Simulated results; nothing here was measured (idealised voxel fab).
The name of this process module is voxel tone inversion.
For reference, the cross-section in this document is cut, with width 215 nm and square cells of 5 nm.
Cross-section = grid of square cells, listed top down in bands; band = one or more rows. Top, bottom (nm), then materials left to right with widths (nm); lone material tagged "full width" fills the whole band edge to edge; "blank" = empty space. Height reference: 0 = level under which incoming wafer is all one material. Lowest band: no bottom, runs on downward, e.g. "0..down". Think of "30->40" as a width that walks from the first number to the second as you go down the band, top row to bottom row, taking equal-sized steps from row to row. Where the words "changes: none" appear for a step, the cross-section shows no cell changed by that step; every cell remained as before. Look at "Cavities, sealed" for the closed voids: empty spaces with no open path to the top, sized 8 cells or up. Each is width x height at distance, distance from the left edge, all nm. On a step's line, text after the settings is the simulator commenting on that step. What "overlay nm" on a step's line means: if the step has a mask, that mask lay this far to the right of its planned place, or, when the value is negative, to the left.
# This section lists the process steps that were planned
1) RECEIVE, material Si
2) CONFORMAL_DEP, material SiN, thk nm 5
3) DIRECTIONAL_DEP, material aC, thk nm 15
4) PATTERN, tone cover, mask id POSTS, material resist, width nm 20, pitch nm 50, thk nm 20, overlay nm 0
5) DIRECTIONAL_ETCH, etch materials aC, depth nm 15
6) STRIP, etch materials resist
7) FILL_DEP, material lowk, thk nm 5
8) CMP, height nm 20
9) STRIP, etch materials aC
# Cross-sectional view of the wafer in its as-received condition, corresponding to the state after step 1
- 0..down = Si full width
- Cavities, sealed: none
# Look at the cross-section after the module: the wafer started out the way shown above and the plan was the one shown above, yet one mistake was made along the way
- 20..5 = lowk=25 / blank=20 / lowk=30 / blank=20 / lowk=30 / blank=20 / lowk=30 / blank=20 / lowk=20
- 5..0 = SiN full width
- 0..down = Si full width
- Cavities, sealed: none
It is concluded that the wafer was processed incorrectly with respect to the plan, in that step 4 went in with a setting other than planned; the actual run was PATTERN, tone cover, mask id POSTS, material resist, width nm 20, pitch nm 50, thk nm 20, overlay nm 5
